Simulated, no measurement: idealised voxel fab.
Module name: voxel double patterning (process module)
Square cells of 5 nm make up the cross-section cut, whose width is 200 nm.
Think of the cross-section as a grid of square cells. We describe it in bands, top to bottom, and each band covers one or more rows of those cells. Band: top height; bottom height; in nm. Then, left to right: material with width in nm, for each material. "full width": a single material spanning edge to edge. "blank": empty space. Below 0: as-received wafer, all one material; heights counted from there. Lowest band: no bottom, goes on down, written "0 down". A width given as "30 to 40" starts at the first number in the band's top row and ends at the second number in its bottom row, shifting by an equal amount at every step from row to row. You'll sometimes find "no change" written for a step, and that's the way of saying that nowhere in the cross-section did a cell change during that step. The entry "Closed void listing" lists the empty spaces that cover at least 8 cells and have no open path to the top. Each is written as width x height at distance, where the distance is measured from the left edge and all three values are in nm. Text after the settings on a step's line: the simulator's own remark on that step. overlay nm: mask offset rightward from planned place, masked step; negative means leftward offset.

### plan
1,RECEIVE, material Si
2,CONFORMAL_DEP, material SiO2, thk nm 10
3,DIRECTIONAL_DEP, material TiN, thk nm 20
4,DIRECTIONAL_DEP, material SiN, thk nm 5
5,MASKED_ETCH, tone open, mask id FIRST, width nm 15, pitch nm 50, etch materials SiN, depth nm 5, overlay nm 0
6,DIRECTIONAL_DEP, material aC, thk nm 15
7,PATTERN, tone open, mask id SECOND, material resist, width nm 15, thk nm 35, overlay nm 0
8,DIRECTIONAL_ETCH, etch materials aC, depth nm 15
9,STRIP, etch materials resist
10,DIRECTIONAL_ETCH, etch materials SiN, depth nm 5
11,STRIP, etch materials aC
12,DIRECTIONAL_ETCH, etch materials TiN, depth nm 20
13,STRIP, etch materials SiN

### Cross-sectional view of the wafer in its as-received condition, corresponding to the state after step 1
- 0 down = Si full width
- Closed void listing: none

### a wafer at the end: this start, this plan, one mistake
- 30 to 10 = TiN 65 nm / blank 20 nm / TiN 5 nm / blank 15 nm / TiN 10 nm / blank 20 nm / TiN 65 nm
- 10 to 0 = SiO2 full width
- 0 down = Si full width
- Closed void listing: none
In executing the process, a mistake was made relative to the plan: rather than as planned, step 5 actually ran as MASKED_ETCH, tone open, mask id FIRST, width nm 20, pitch nm 50, etch materials SiN, depth nm 5, overlay nm 0
